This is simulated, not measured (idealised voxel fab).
Process module, titled voxel capacitor over wiring
The width of the displayed cross-section, cut, is 280 nm; its cells are square, with a size of 5 nm.
Format of a cross-section: grid, square cells. Given as bands. Order: top down. Band: one or more rows of cells. Per band: top height and bottom height in nm, followed by the left-to-right materials and their widths in nm; "throughout" marks a single material spanning edge to edge, "empty" marks empty space. It should be noted that heights are counted from 0, beneath which the wafer as supplied is of one material throughout, and that the lowest band possesses no lower boundary but continues downward, as written in "top 0, no bottom". It should be noted that a width expressed as "30..40" varies in equal increments from row to row of cells within the band, taking the value of the first number at the top row and that of the second number at the bottom row. It should be understood that the words "no modifications", when stated for a given step, signify that the cross-section underwent no change in any of its cells during that step. In the "Closed void entries" entry, you get each enclosed empty space of 8 cells or more, one with no open way to the top, written width x height at distance, distance from the left edge, in nm. Post-settings text on a step line: simulator's own remark regarding the step. When a step includes a mask, the "overlay nm" setting on its line states how far to the right of its planned place that mask lay, and negative values state how far to the left.
[Below is the list of planned process steps]
| 1 | RECEIVE,material Si |
| 2 | CONFORMAL_DEP,material SiO2,thk nm 15 |
| 3 | CONFORMAL_DEP,material SiCN,thk nm 5 |
| 4 | DIRECTIONAL_DEP,material lowk,thk nm 25 |
| 5 | PATTERN,tone open,mask id METAL_1,material resist,width nm 20,pitch nm 90,thk nm 15,overlay nm 0 |
| 6 | DIRECTIONAL_ETCH,etch materials lowk,depth nm 25 |
| 7 | DIRECTIONAL_ETCH,etch materials SiCN,depth nm 5 |
| 8 | STRIP,etch materials resist |
| 9 | CONFORMAL_DEP,material TiN,thk nm 5 |
| 10 | FILL_DEP,material W,thk nm 5 |
| 11 | CMP,height nm 45 |
| 12 | EPI,material Ru,thk nm 5 |
| 13 | FILL_DEP,material SiCN,thk nm 5 |
| 14 | DIRECTIONAL_DEP,material SiO2,thk nm 20 |
| 15 | MASKED_ETCH,tone open,mask id PLUG_1,width nm 15,etch materials SiO2,depth nm 20,overlay nm 0 |
| 16 | MASKED_ETCH,tone open,mask id PLUG_1,width nm 15,etch materials SiCN,depth nm 5,overlay nm 0 |
| 17 | CONFORMAL_DEP,material TiN,thk nm 5 |
| 18 | FILL_DEP,material W,thk nm 10 |
| 19 | CMP,height nm 75 |
| 20 | DIRECTIONAL_DEP,material TiN,thk nm 5 |
| 21 | DIRECTIONAL_DEP,material SiN,thk nm 5 |
| 22 | DIRECTIONAL_DEP,material TiN,thk nm 5 |
| 23 | MASKED_ETCH,tone cover,mask id UPPER_PLATE,width nm 75,etch materials TiN,depth nm 5,overlay nm 0 |
| 24 | MASKED_ETCH,tone cover,mask id UPPER_PLATE,width nm 75,etch materials SiN,depth nm 5,overlay nm 0 |
| 25 | MASKED_ETCH,tone cover,mask id LOWER_PLATE,width nm 85,etch materials TiN,depth nm 5,overlay nm 0 |
| 26 | FILL_DEP,material SiO2,thk nm 20 |
| 27 | CMP,height nm 105 |
| 28 | PATTERN,tone open,mask id PLUG_2,material resist,width nm 15,thk nm 15,overlay nm 0 |
| 29 | DIRECTIONAL_ETCH,etch materials SiO2,depth nm 15 |
| 30 | STRIP,etch materials resist |
| 31 | CONFORMAL_DEP,material TiN,thk nm 5 |
| 32 | FILL_DEP,material W,thk nm 10 |
| 33 | CMP,height nm 105 |
| 34 | CONFORMAL_DEP,material SiN,thk nm 5 |
[As received (post step 1): cross-section]
top 0, no bottom  Si throughout
Closed void entries: none
[Below is the wafer in cross-section after the module was completed. It began from the starting point shown above and followed the plan shown above, except that one mistake was made while running it]
top 110, bottom 105  SiN throughout
top 105, bottom 95  100 SiO2, then 5 TiN, then 5 W, then 5 TiN, then 165 SiO2
top 95, bottom 85  100..90 SiO2, then 15..75 TiN, then 165..115 SiO2
top 85, bottom 80  80 SiO2, then 85 SiN, then 115 SiO2
top 80, bottom 75  80 SiO2, then 90 TiN, then 110 SiO2
top 75, bottom 55  90 SiO2, then 5 TiN, then 5 W, then 5 TiN, then 175 SiO2
top 55, bottom 50  90 SiCN, then 15 TiN, then 175 SiCN
top 50, bottom 45  80 SiCN, then 30 Ru, then 60 SiCN, then 30 Ru, then 80 SiCN
top 45, bottom 20  85 lowk, then 5 TiN, then 10 W, then 5 TiN, then 70 lowk, then 5 TiN, then 10 W, then 5 TiN, then 85 lowk
top 20, bottom 15  85 SiCN, then 20 TiN, then 70 SiCN, then 20 TiN, then 85 SiCN
top 15, bottom 0  SiO2 throughout
top 0, no bottom  Si throughout
Closed void entries: none
What was done differently from what was planned? contrary to plan, step 24 was performed as MASKED_ETCH,tone cover,mask id UPPER_PLATE,width nm 75,etch materials SiN,depth nm 5,overlay nm -10
